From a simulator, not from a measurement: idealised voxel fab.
Process module under the name voxel local oxidation
The cross-section on display is named cut; it measures 240 nm wide, and its cells are 5 nm squares.
A cross-section in this document is a grid of square cells, and it is written down as bands, the top band listed before the ones below it; a band is made up of one or more rows of cells. This entry defines a band. It first specifies the height of the band's top and the height of its bottom in nm, and then specifies the band's materials from left to right, stating each material with its width in nm. The word "full width" identifies a single material that fills the band from edge to edge, while the word "air" identifies empty space. A quick word on heights: they are counted from 0, and under that level the wafer as it came to us is one material throughout. The lowest band is different from the rest in having no bottom; it simply continues downward, written as in "0..down". Quick explanation for "30..40": the width changes in equal steps down the rows of cells, from the first number in the band's top row to the second number in its bottom row. What does "remained the same" mean for a step? It means no cell of the cross-section changed in that step. The entry titled "Voids lacking openings" provides the empty spaces that have no open way to the top, restricted to those of 8 cells or more. Each is presented as width x height at distance, the distance being measured from the left edge, with all three in nm. Whatever follows a step's settings on its line is a remark the simulator itself makes about that step. overlay nm: where the mask lay relative to plan, measured to the right, on steps with a mask; negatives go left.
Listed below are the process steps as planned
1) RECEIVE | material Si
2) OXIDIZE | depth nm 5
3) CONFORMAL_DEP | material SiN | thk nm 15
4) MASKED_ETCH | tone cover | mask id ACTIVE | width nm 115 | etch materials SiN | depth nm 15 | overlay nm -15
5) SELECTIVE_ETCH | etch materials SiO2 | depth nm 5
6) OXIDIZE | depth nm 10
7) STRIP | etch materials SiN
What sets these wafers apart? The overlay nm at step 4. They all start alike, and the plan carries the first wafer's value.
First of several wafers (as received, post step 1), cross-sectional view
* 0..down | Si full width
* Voids lacking openings: none
Cross-section of the first of several wafers once the module has run through its last step, step 7
* 0..-5 | 50 nm air; 105 nm SiO2; 85 nm air
* -5..-15 | 60 nm SiO2; 85 nm Si; 95 nm SiO2
* -15..down | Si full width
* Voids lacking openings: none
Last-wafer cross-section at the end of the module
* 0..-5 | 80 nm air; 105 nm SiO2; 55 nm air
* -5..-15 | 90 nm SiO2; 85 nm Si; 65 nm SiO2
* -15..down | Si full width
* Voids lacking openings: none
End of module, by wafer: material-by-material cell gain (+) or loss (-) since receipt, then closed voids
overlay nm -15, -110 Si, +83 SiO2, Voids lacking openings: none
overlay nm -10, -110 Si, +83 SiO2, Voids lacking openings: none
overlay nm -5, -110 Si, +83 SiO2, Voids lacking openings: none
overlay nm 0, -110 Si, +83 SiO2, Voids lacking openings: none
overlay nm 5, -110 Si, +83 SiO2, Voids lacking openings: none
overlay nm 10, -110 Si, +83 SiO2, Voids lacking openings: none
overlay nm 15, -110 Si, +83 SiO2, Voids lacking openings: none
